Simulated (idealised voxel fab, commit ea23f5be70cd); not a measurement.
voxel spacer lines: a process module
We display cut, a cross-section 250 nm in width whose square cells are each 5 nm.
A cross-section is written here as square cells arranged in a grid, and it is given in bands from the top down, each band taking up one or more rows of cells.
What a band's entry tells you: where the top is and where the bottom is, as heights in nm, and after that what lies inside, material by material from left to right, each with its width in nm. Empty space is written as the word "empty", and a single material marked with the word "throughout" occupies the band from edge to edge.
Beneath 0, the wafer as received is one material, and that level is where height counting begins. The lowest band goes on downward without a bottom; it is written like "0 -> down".
It should be noted that a width expressed as "30->40" varies in equal increments from row to row of cells within the band, taking the value of the first number at the top row and that of the second number at the bottom row.
Step note "nothing got changed" = no cross-section cell changed.
This entry, "Enclosed cavity list", enumerates those empty regions of no fewer than 8 cells that possess no open connection to the top. Each region is reported in the form width x height at distance, the distance being taken from the left edge, with all three quantities expressed in nm.
Anything after a step's settings on that line? It's the simulator's own note about the step.
overlay nm: right-of-plan distance of the mask on a masked step; negative values mean left-of-plan.

## The following list gives the planned process steps
step 1: RECEIVE,material Si
step 2: CONFORMAL_DEP,material Al2O3,thk nm 5
step 3: DIRECTIONAL_DEP,material SiN,thk nm 15
step 4: DIRECTIONAL_DEP,material aC,thk nm 30
step 5: PATTERN,tone cover,mask id MANDREL,material resist,width nm 25,pitch nm 70,thk nm 35,overlay nm 0
step 6: DIRECTIONAL_ETCH,etch materials aC,depth nm 30
step 7: STRIP,etch materials resist
step 8: CONFORMAL_DEP,material SiO2,thk nm 10
step 9: DIRECTIONAL_ETCH,etch materials SiO2,depth nm 10
step 10: STRIP,etch materials aC
step 11: DIRECTIONAL_ETCH,etch materials SiN,depth nm 15
step 12: STRIP,etch materials SiO2

## Concerning the first of two wafers, which was run in accordance with the plan

## Incoming wafer in cross-section (state: after step 1)
    0 -> down | Si throughout
    Enclosed cavity list: none

## Wafer section view after processing step 2
    5 -> 0 | Al2O3 throughout
    Anything lower than 0 is untouched.

## Wafer section view after processing step 3
    20 -> 5 | SiN throughout
    Anything lower than 5 is untouched.

## Wafer section view after processing step 4
    50 -> 20 | aC throughout
    Anything lower than 20 is untouched.

## Wafer section view after processing step 5
    85 -> 50 | empty (40) | resist (25) | empty (45) | resist (25) | empty (45) | resist (25) | empty (45)
    Anything lower than 50 is untouched.

## Wafer section view after processing step 6
    55 -> 50 | empty (40) | resist (25) | empty (45) | resist (25) | empty (45) | resist (25) | empty (45)
    50 -> 20 | empty (40) | aC (25) | empty (45) | aC (25) | empty (45) | aC (25) | empty (45)
    Anything lower than 20 is untouched.

## Wafer section view after processing step 7
    50 -> 20 | empty (40) | aC (25) | empty (45) | aC (25) | empty (45) | aC (25) | empty (45)
    Anything lower than 20 is untouched.

## Wafer section view after processing step 8
    60 -> 50 | empty (30) | SiO2 (45) | empty (25) | SiO2 (45) | empty (25) | SiO2 (45) | empty (35)
    50 -> 30 | empty (30) | SiO2 (10) | aC (25) | SiO2 (10) | empty (25) | SiO2 (10) | aC (25) | SiO2 (10) | empty (25) | SiO2 (10) | aC (25) | SiO2 (10) | empty (35)
    30 -> 20 | SiO2 (40) | aC (25) | SiO2 (45) | aC (25) | SiO2 (45) | aC (25) | SiO2 (45)
    Anything lower than 20 is untouched.

## Wafer section view after processing step 9
    50 -> 20 | empty (30) | SiO2 (10) | aC (25) | SiO2 (10) | empty (25) | SiO2 (10) | aC (25) | SiO2 (10) | empty (25) | SiO2 (10) | aC (25) | SiO2 (10) | empty (35)
    Anything lower than 20 is untouched.

## Wafer section view after processing step 10
    50 -> 20 | empty (30) | SiO2 (10) | empty (25) | SiO2 (10) | empty (25) | SiO2 (10) | empty (25) | SiO2 (10) | empty (25) | SiO2 (10) | empty (25) | SiO2 (10) | empty (35)
    Anything lower than 20 is untouched.

## Wafer section view after processing step 11
    50 -> 20 | empty (30) | SiO2 (10) | empty (25) | SiO2 (10) | empty (25) | SiO2 (10) | empty (25) | SiO2 (10) | empty (25) | SiO2 (10) | empty (25) | SiO2 (10) | empty (35)
    20 -> 5 | empty (30) | SiN (10) | empty (25) | SiN (10) | empty (25) | SiN (10) | empty (25) | SiN (10) | empty (25) | SiN (10) | empty (25) | SiN (10) | empty (35)
    Anything lower than 5 is untouched.

## Wafer section view after processing step 12
    20 -> 5 | empty (30) | SiN (10) | empty (25) | SiN (10) | empty (25) | SiN (10) | empty (25) | SiN (10) | empty (25) | SiN (10) | empty (25) | SiN (10) | empty (35)
    Anything lower than 5 is untouched.

## Wafer two: like wafer one in start and plan, but with one mistake in execution; identical up to and including step 9

## At the planned end of step 10, the second wafer in cross-section
    50 -> 20 | empty (30) | SiO2 (10) | aC (25) | SiO2 (10) | empty (25) | SiO2 (10) | aC (25) | SiO2 (10) | empty (25) | SiO2 (10) | aC (25) | SiO2 (10) | empty (35)
    20 -> 5 | empty (30) | SiN (45) | empty (25) | SiN (45) | empty (25) | SiN (45) | empty (35)
    Anything lower than 5 is untouched.

## At the planned end of step 11, the second wafer in cross-section
    50 -> 20 | empty (30) | SiO2 (10) | empty (25) | SiO2 (10) | empty (25) | SiO2 (10) | empty (25) | SiO2 (10) | empty (25) | SiO2 (10) | empty (25) | SiO2 (10) | empty (35)
    Anything lower than 20 is untouched.

## At the planned end of step 12, the second wafer in cross-section
    20 -> 5 | empty (30) | SiN (45) | empty (25) | SiN (45) | empty (25) | SiN (45) | empty (35)
    Anything lower than 5 is untouched.
Which mistake was made when the wafer was run? steps 10 and 11 got flipped, so each one ran where the other should have
It is noted that, at the conclusion of processing, the second wafer exhibits a higher or lower cell count for certain materials relative to the first: +45 SiN
